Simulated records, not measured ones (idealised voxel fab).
Process module, titled voxel wiring stack
FYI the section here is cut, 165 nm wide, cells are 5 nm squares.
Bands, listed from the top down, are how a cross-section gets written in this document; the cross-section itself is a grid of square cells, and a band is one or more rows of them.
Look at the band entry: it leads with the top's height and the bottom's height in nm. Then it lists the materials left to right, with a width in nm for each. The word "everywhere" on a single material says that material fills the band edge to edge. The word "blank" is empty space.
Heights are reckoned from 0. Under this level, the received wafer is all of one material. The bottommost band is open-ended downward, for example "0 nm and below".
Note: "30 to 40" means the width goes from the first number (top row of the band) to the second number (bottom row) in equal steps per row of cells.
"no modifications" after a step means that no cell of the cross-section changed.
In "Closed void list" the enclosed voids are listed, meaning empty spaces of 8 cells or larger without any opening to the top. The form is width x height at distance, distance from the left edge, units nm.
On a step's line, text after the settings is the simulator commenting on that step.
Regarding "overlay nm": on a step with a mask, it is the distance the mask lay to the right of its planned place; a negative value places it to the left.
Steps in the process plan
1,RECEIVE,material Si
2,CONFORMAL_DEP,material SiO2,thk nm 15
3,CONFORMAL_DEP,material SiN,thk nm 5
4,DIRECTIONAL_DEP,material lowk,thk nm 15
5,PATTERN,tone open,mask id METAL_1,material resist,width nm 30,pitch nm 55,thk nm 20,overlay nm 0
6,DIRECTIONAL_ETCH,etch materials lowk,depth nm 15
7,DIRECTIONAL_ETCH,etch materials SiN,depth nm 5
8,STRIP,etch materials resist
9,CONFORMAL_DEP,material TiN,thk nm 5
10,FILL_DEP,material W,thk nm 5
11,CMP,height nm 35
12,EPI,material Ru,thk nm 5
13,FILL_DEP,material SiCN,thk nm 5
14,DIRECTIONAL_DEP,material lowk,thk nm 30
15,DIRECTIONAL_DEP,material aC,thk nm 15
16,PATTERN,tone open,mask id METAL_2_HOLES,material resist,width nm 15,thk nm 35,overlay nm 0
17,DIRECTIONAL_ETCH,etch materials aC,depth nm 15
18,STRIP,etch materials resist
19,DIRECTIONAL_ETCH,etch materials lowk,depth nm 30
20,STRIP,etch materials aC
21,DIRECTIONAL_DEP,material aC,thk nm 10
22,PATTERN,tone open,mask id METAL_2,material resist,width nm 30,pitch nm 55,thk nm 25,overlay nm 0
23,DIRECTIONAL_ETCH,etch materials aC,depth nm 10
24,STRIP,etch materials resist
25,DIRECTIONAL_ETCH,etch materials lowk,depth nm 20
26,DIRECTIONAL_ETCH,etch materials SiCN,depth nm 5
27,STRIP,etch materials aC
28,CONFORMAL_DEP,material TiN,thk nm 5
29,FILL_DEP,material Cu,thk nm 10
30,CMP,height nm 75
31,CONFORMAL_DEP,material SiN,thk nm 5
Concerning the first of two wafers, which was run in accordance with the plan
Received-state cross-section, reflecting completion of step 1
  0 nm and below: Si everywhere
  Closed void list: none
Presented here is a cross-section of the wafer after step 2 has been performed
  15 nm to 0 nm: SiO2 everywhere
  Below a height of 0, the structure has not been altered.
Presented here is a cross-section of the wafer after step 3 has been performed
  20 nm to 15 nm: SiN everywhere
  Below a height of 15, the structure has not been altered.
Presented here is a cross-section of the wafer after step 4 has been performed
  35 nm to 20 nm: lowk everywhere
  Below a height of 20, the structure has not been altered.
Presented here is a cross-section of the wafer after step 5 has been performed
  55 nm to 35 nm: resist: 40, then blank: 30, then resist: 25, then blank: 30, then resist: 40
  Below a height of 35, the structure has not been altered.
Presented here is a cross-section of the wafer after step 6 has been performed
  55 nm to 35 nm: resist: 40, then blank: 30, then resist: 25, then blank: 30, then resist: 40
  35 nm to 20 nm: lowk: 40, then blank: 30, then lowk: 25, then blank: 30, then lowk: 40
  Below a height of 20, the structure has not been altered.
Presented here is a cross-section of the wafer after step 7 has been performed
  55 nm to 35 nm: resist: 40, then blank: 30, then resist: 25, then blank: 30, then resist: 40
  35 nm to 20 nm: lowk: 40, then blank: 30, then lowk: 25, then blank: 30, then lowk: 40
  20 nm to 15 nm: SiN: 40, then blank: 30, then SiN: 25, then blank: 30, then SiN: 40
  Below a height of 15, the structure has not been altered.
Presented here is a cross-section of the wafer after step 8 has been performed
  35 nm to 20 nm: lowk: 40, then blank: 30, then lowk: 25, then blank: 30, then lowk: 40
  Below a height of 20, the structure has not been altered.
Presented here is a cross-section of the wafer after step 9 has been performed
  40 nm to 35 nm: TiN: 45, then blank: 20, then TiN: 35, then blank: 20, then TiN: 45
  35 nm to 20 nm: lowk: 40, then TiN: 5, then blank: 20, then TiN: 5, then lowk: 25, then TiN: 5, then blank: 20, then TiN: 5, then lowk: 40
  20 nm to 15 nm: SiN: 40, then TiN: 30, then SiN: 25, then TiN: 30, then SiN: 40
  Below a height of 15, the structure has not been altered.
Presented here is a cross-section of the wafer after step 10 has been performed
  45 nm to 40 nm: W everywhere
  40 nm to 35 nm: TiN: 45, then W: 20, then TiN: 35, then W: 20, then TiN: 45
  35 nm to 20 nm: lowk: 40, then TiN: 5, then W: 20, then TiN: 5, then lowk: 25, then TiN: 5, then W: 20, then TiN: 5, then lowk: 40
  Below a height of 20, the structure has not been altered.
Presented here is a cross-section of the wafer after step 11 has been performed
  35 nm to 20 nm: lowk: 40, then TiN: 5, then W: 20, then TiN: 5, then lowk: 25, then TiN: 5, then W: 20, then TiN: 5, then lowk: 40
  Below a height of 20, the structure has not been altered.
Presented here is a cross-section of the wafer after step 12 has been performed
  40 nm to 35 nm: blank: 35, then Ru: 40, then blank: 15, then Ru: 40, then blank: 35
  Below a height of 35, the structure has not been altered.
Presented here is a cross-section of the wafer after step 13 has been performed
  45 nm to 40 nm: SiCN everywhere
  40 nm to 35 nm: SiCN: 35, then Ru: 40, then SiCN: 15, then Ru: 40, then SiCN: 35
  Below a height of 35, the structure has not been altered.
Presented here is a cross-section of the wafer after step 14 has been performed
  75 nm to 45 nm: lowk everywhere
  Below a height of 45, the structure has not been altered.
Presented here is a cross-section of the wafer after step 15 has been performed
  90 nm to 75 nm: aC everywhere
  Below a height of 75, the structure has not been altered.
Presented here is a cross-section of the wafer after step 16 has been performed
  125 nm to 90 nm: resist: 40, then blank: 15, then resist: 110
  Below a height of 90, the structure has not been altered.
Presented here is a cross-section of the wafer after step 17 has been performed
  110 nm to 90 nm: resist: 40, then blank: 15, then resist: 110
  90 nm to 75 nm: aC: 40, then blank: 15, then aC: 110
  Below a height of 75, the structure has not been altered.
Presented here is a cross-section of the wafer after step 18 has been performed
  90 nm to 75 nm: aC: 40, then blank: 15, then aC: 110
  Below a height of 75, the structure has not been altered.
Presented here is a cross-section of the wafer after step 19 has been performed
  90 nm to 75 nm: aC: 40, then blank: 15, then aC: 110
  75 nm to 45 nm: lowk: 40, then blank: 15, then lowk: 110
  Below a height of 45, the structure has not been altered.
Presented here is a cross-section of the wafer after step 20 has been performed
  75 nm to 45 nm: lowk: 40, then blank: 15, then lowk: 110
  Below a height of 45, the structure has not been altered.
Presented here is a cross-section of the wafer after step 21 has been performed
  85 nm to 75 nm: aC: 40, then blank: 15, then aC: 110
  75 nm to 55 nm: lowk: 40, then blank: 15, then lowk: 110
  55 nm to 45 nm: lowk: 40, then aC: 15, then lowk: 110
  Below a height of 45, the structure has not been altered.
Presented here is a cross-section of the wafer after step 22 has been performed
  110 nm to 85 nm: resist: 40, then blank: 30, then resist: 25, then blank: 30, then resist: 40
  Below a height of 85, the structure has not been altered.
Presented here is a cross-section of the wafer after step 23 has been performed
  100 nm to 85 nm: resist: 40, then blank: 30, then resist: 25, then blank: 30, then resist: 40
  85 nm to 75 nm: aC: 40, then blank: 30, then aC: 25, then blank: 30, then aC: 40
  75 nm to 45 nm: lowk: 40, then blank: 15, then lowk: 110
  Below a height of 45, the structure has not been altered.
Presented here is a cross-section of the wafer after step 24 has been performed
  85 nm to 75 nm: aC: 40, then blank: 30, then aC: 25, then blank: 30, then aC: 40
  Below a height of 75, the structure has not been altered.
Presented here is a cross-section of the wafer after step 25 has been performed
  85 nm to 75 nm: aC: 40, then blank: 30, then aC: 25, then blank: 30, then aC: 40
  75 nm to 55 nm: lowk: 40, then blank: 30, then lowk: 25, then blank: 30, then lowk: 40
  Below a height of 55, the structure has not been altered.
Presented here is a cross-section of the wafer after step 26 has been performed
  85 nm to 75 nm: aC: 40, then blank: 30, then aC: 25, then blank: 30, then aC: 40
  75 nm to 55 nm: lowk: 40, then blank: 30, then lowk: 25, then blank: 30, then lowk: 40
  55 nm to 45 nm: lowk: 40, then blank: 15, then lowk: 110
  45 nm to 40 nm: SiCN: 40, then blank: 15, then SiCN: 110
  Below a height of 40, the structure has not been altered.
Presented here is a cross-section of the wafer after step 27 has been performed
  75 nm to 55 nm: lowk: 40, then blank: 30, then lowk: 25, then blank: 30, then lowk: 40
  Below a height of 55, the structure has not been altered.
Presented here is a cross-section of the wafer after step 28 has been performed
  80 nm to 75 nm: TiN: 45, then blank: 20, then TiN: 35, then blank: 20, then TiN: 45
  75 nm to 60 nm: lowk: 40, then TiN: 5, then blank: 20, then TiN: 5, then lowk: 25, then TiN: 5, then blank: 20, then TiN: 5, then lowk: 40
  60 nm to 55 nm: lowk: 40, then TiN: 5, then blank: 5, then TiN: 20, then lowk: 25, then TiN: 30, then lowk: 40
  55 nm to 45 nm: lowk: 40, then TiN: 5, then blank: 5, then TiN: 5, then lowk: 110
  45 nm to 40 nm: SiCN: 40, then TiN: 15, then SiCN: 110
  Below a height of 40, the structure has not been altered.
Presented here is a cross-section of the wafer after step 29 has been performed
  90 nm to 80 nm: Cu everywhere
  80 nm to 75 nm: TiN: 45, then Cu: 20, then TiN: 35, then Cu: 20, then TiN: 45
  75 nm to 60 nm: lowk: 40, then TiN: 5, then Cu: 20, then TiN: 5, then lowk: 25, then TiN: 5, then Cu: 20, then TiN: 5, then lowk: 40
  60 nm to 55 nm: lowk: 40, then TiN: 5, then Cu: 5, then TiN: 20, then lowk: 25, then TiN: 30, then lowk: 40
  55 nm to 45 nm: lowk: 40, then TiN: 5, then Cu: 5, then TiN: 5, then lowk: 110
  Below a height of 45, the structure has not been altered.
Presented here is a cross-section of the wafer after step 30 has been performed
  75 nm to 60 nm: lowk: 40, then TiN: 5, then Cu: 20, then TiN: 5, then lowk: 25, then TiN: 5, then Cu: 20, then TiN: 5, then lowk: 40
  Below a height of 60, the structure has not been altered.
Presented here is a cross-section of the wafer after step 31 has been performed
  80 nm to 75 nm: SiN everywhere
  Below a height of 75, the structure has not been altered.
Wafer two of the pair: same origin, same plan, one error during the run; identical to wafer one up to and including step 4
Cross-section of the second wafer at the time by which step 5 should have been completed according to the plan
  55 nm to 35 nm: resist: 40, then blank: 35, then resist: 20, then blank: 35, then resist: 35
  Below a height of 35, the structure has not been altered.
Cross-section of the second wafer at the time by which step 6 should have been completed according to the plan
  55 nm to 35 nm: resist: 40, then blank: 35, then resist: 20, then blank: 35, then resist: 35
  35 nm to 20 nm: lowk: 40, then blank: 35, then lowk: 20, then blank: 35, then lowk: 35
  Below a height of 20, the structure has not been altered.
Cross-section of the second wafer at the time by which step 7 should have been completed according to the plan
  55 nm to 35 nm: resist: 40, then blank: 35, then resist: 20, then blank: 35, then resist: 35
  35 nm to 20 nm: lowk: 40, then blank: 35, then lowk: 20, then blank: 35, then lowk: 35
  20 nm to 15 nm: SiN: 40, then blank: 35, then SiN: 20, then blank: 35, then SiN: 35
  Below a height of 15, the structure has not been altered.
Cross-section of the second wafer at the time by which step 8 should have been completed according to the plan
  35 nm to 20 nm: lowk: 40, then blank: 35, then lowk: 20, then blank: 35, then lowk: 35
  Below a height of 20, the structure has not been altered.
Cross-section of the second wafer at the time by which step 9 should have been completed according to the plan
  40 nm to 35 nm: TiN: 45, then blank: 25, then TiN: 30, then blank: 25, then TiN: 40
  35 nm to 20 nm: lowk: 40, then TiN: 5, then blank: 25, then TiN: 5, then lowk: 20, then TiN: 5, then blank: 25, then TiN: 5, then lowk: 35
  20 nm to 15 nm: SiN: 40, then TiN: 35, then SiN: 20, then TiN: 35, then SiN: 35
  Below a height of 15, the structure has not been altered.
Cross-section of the second wafer at the time by which step 10 should have been completed according to the plan
  45 nm to 40 nm: W everywhere
  40 nm to 35 nm: TiN: 45, then W: 25, then TiN: 30, then W: 25, then TiN: 40
  35 nm to 20 nm: lowk: 40, then TiN: 5, then W: 25, then TiN: 5, then lowk: 20, then TiN: 5, then W: 25, then TiN: 5, then lowk: 35
  Below a height of 20, the structure has not been altered.
Cross-section of the second wafer at the time by which step 11 should have been completed according to the plan
  35 nm to 20 nm: lowk: 40, then TiN: 5, then W: 25, then TiN: 5, then lowk: 20, then TiN: 5, then W: 25, then TiN: 5, then lowk: 35
  Below a height of 20, the structure has not been altered.
Cross-section of the second wafer at the time by which step 12 should have been completed according to the plan
  40 nm to 35 nm: blank: 35, then Ru: 45, then blank: 10, then Ru: 45, then blank: 30
  Below a height of 35, the structure has not been altered.
Cross-section of the second wafer at the time by which step 13 should have been completed according to the plan
  45 nm to 40 nm: SiCN everywhere
  40 nm to 35 nm: SiCN: 35, then Ru: 45, then SiCN: 10, then Ru: 45, then SiCN: 30
  Below a height of 35, the structure has not been altered.
Cross-section of the second wafer at the time by which step 14 should have been completed according to the plan
  75 nm to 45 nm: lowk everywhere
  Below a height of 45, the structure has not been altered.
Cross-section of the second wafer at the time by which step 15 should have been completed according to the plan
  90 nm to 75 nm: aC everywhere
  Below a height of 75, the structure has not been altered.
Cross-section of the second wafer at the time by which step 16 should have been completed according to the plan
  125 nm to 90 nm: resist: 40, then blank: 15, then resist: 110
  Below a height of 90, the structure has not been altered.
Cross-section of the second wafer at the time by which step 17 should have been completed according to the plan
  110 nm to 90 nm: resist: 40, then blank: 15, then resist: 110
  90 nm to 75 nm: aC: 40, then blank: 15, then aC: 110
  Below a height of 75, the structure has not been altered.
Cross-section of the second wafer at the time by which step 18 should have been completed according to the plan
  90 nm to 75 nm: aC: 40, then blank: 15, then aC: 110
  Below a height of 75, the structure has not been altered.
Cross-section of the second wafer at the time by which step 19 should have been completed according to the plan
  90 nm to 75 nm: aC: 40, then blank: 15, then aC: 110
  75 nm to 45 nm: lowk: 40, then blank: 15, then lowk: 110
  Below a height of 45, the structure has not been altered.
Cross-section of the second wafer at the time by which step 20 should have been completed according to the plan
  75 nm to 45 nm: lowk: 40, then blank: 15, then lowk: 110
  Below a height of 45, the structure has not been altered.
Cross-section of the second wafer at the time by which step 21 should have been completed according to the plan
  85 nm to 75 nm: aC: 40, then blank: 15, then aC: 110
  75 nm to 55 nm: lowk: 40, then blank: 15, then lowk: 110
  55 nm to 45 nm: lowk: 40, then aC: 15, then lowk: 110
  Below a height of 45, the structure has not been altered.
Cross-section of the second wafer at the time by which step 22 should have been completed according to the plan
  110 nm to 85 nm: resist: 40, then blank: 30, then resist: 25, then blank: 30, then resist: 40
  Below a height of 85, the structure has not been altered.
Cross-section of the second wafer at the time by which step 23 should have been completed according to the plan
  100 nm to 85 nm: resist: 40, then blank: 30, then resist: 25, then blank: 30, then resist: 40
  85 nm to 75 nm: aC: 40, then blank: 30, then aC: 25, then blank: 30, then aC: 40
  75 nm to 45 nm: lowk: 40, then blank: 15, then lowk: 110
  Below a height of 45, the structure has not been altered.
Cross-section of the second wafer at the time by which step 24 should have been completed according to the plan
  85 nm to 75 nm: aC: 40, then blank: 30, then aC: 25, then blank: 30, then aC: 40
  Below a height of 75, the structure has not been altered.
Cross-section of the second wafer at the time by which step 25 should have been completed according to the plan
  85 nm to 75 nm: aC: 40, then blank: 30, then aC: 25, then blank: 30, then aC: 40
  75 nm to 55 nm: lowk: 40, then blank: 30, then lowk: 25, then blank: 30, then lowk: 40
  Below a height of 55, the structure has not been altered.
Cross-section of the second wafer at the time by which step 26 should have been completed according to the plan
  85 nm to 75 nm: aC: 40, then blank: 30, then aC: 25, then blank: 30, then aC: 40
  75 nm to 55 nm: lowk: 40, then blank: 30, then lowk: 25, then blank: 30, then lowk: 40
  55 nm to 45 nm: lowk: 40, then blank: 15, then lowk: 110
  45 nm to 40 nm: SiCN: 40, then blank: 15, then SiCN: 110
  Below a height of 40, the structure has not been altered.
Cross-section of the second wafer at the time by which step 27 should have been completed according to the plan
  75 nm to 55 nm: lowk: 40, then blank: 30, then lowk: 25, then blank: 30, then lowk: 40
  Below a height of 55, the structure has not been altered.
Cross-section of the second wafer at the time by which step 28 should have been completed according to the plan
  80 nm to 75 nm: TiN: 45, then blank: 20, then TiN: 35, then blank: 20, then TiN: 45
  75 nm to 60 nm: lowk: 40, then TiN: 5, then blank: 20, then TiN: 5, then lowk: 25, then TiN: 5, then blank: 20, then TiN: 5, then lowk: 40
  60 nm to 55 nm: lowk: 40, then TiN: 5, then blank: 5, then TiN: 20, then lowk: 25, then TiN: 30, then lowk: 40
  55 nm to 45 nm: lowk: 40, then TiN: 5, then blank: 5, then TiN: 5, then lowk: 110
  45 nm to 40 nm: SiCN: 40, then TiN: 15, then SiCN: 110
  Below a height of 40, the structure has not been altered.
Cross-section of the second wafer at the time by which step 29 should have been completed according to the plan
  90 nm to 80 nm: Cu everywhere
  80 nm to 75 nm: TiN: 45, then Cu: 20, then TiN: 35, then Cu: 20, then TiN: 45
  75 nm to 60 nm: lowk: 40, then TiN: 5, then Cu: 20, then TiN: 5, then lowk: 25, then TiN: 5, then Cu: 20, then TiN: 5, then lowk: 40
  60 nm to 55 nm: lowk: 40, then TiN: 5, then Cu: 5, then TiN: 20, then lowk: 25, then TiN: 30, then lowk: 40
  55 nm to 45 nm: lowk: 40, then TiN: 5, then Cu: 5, then TiN: 5, then lowk: 110
  Below a height of 45, the structure has not been altered.
Cross-section of the second wafer at the time by which step 30 should have been completed according to the plan
  75 nm to 60 nm: lowk: 40, then TiN: 5, then Cu: 20, then TiN: 5, then lowk: 25, then TiN: 5, then Cu: 20, then TiN: 5, then lowk: 40
  Below a height of 60, the structure has not been altered.
Cross-section of the second wafer at the time by which step 31 should have been completed according to the plan
  80 nm to 75 nm: SiN everywhere
  Below a height of 75, the structure has not been altered.
The plan and the run diverged here: step 5, actual vs plan mismatch, actual run PATTERN,tone open,mask id METAL_1,material resist,width nm 35,pitch nm 55,thk nm 20,overlay nm 0
Final comparison by cell count, materials where the second wafer has more or fewer than the first: +2 Ru | -2 SiCN | -2 SiN | +2 TiN | +6 W | -6 lowk
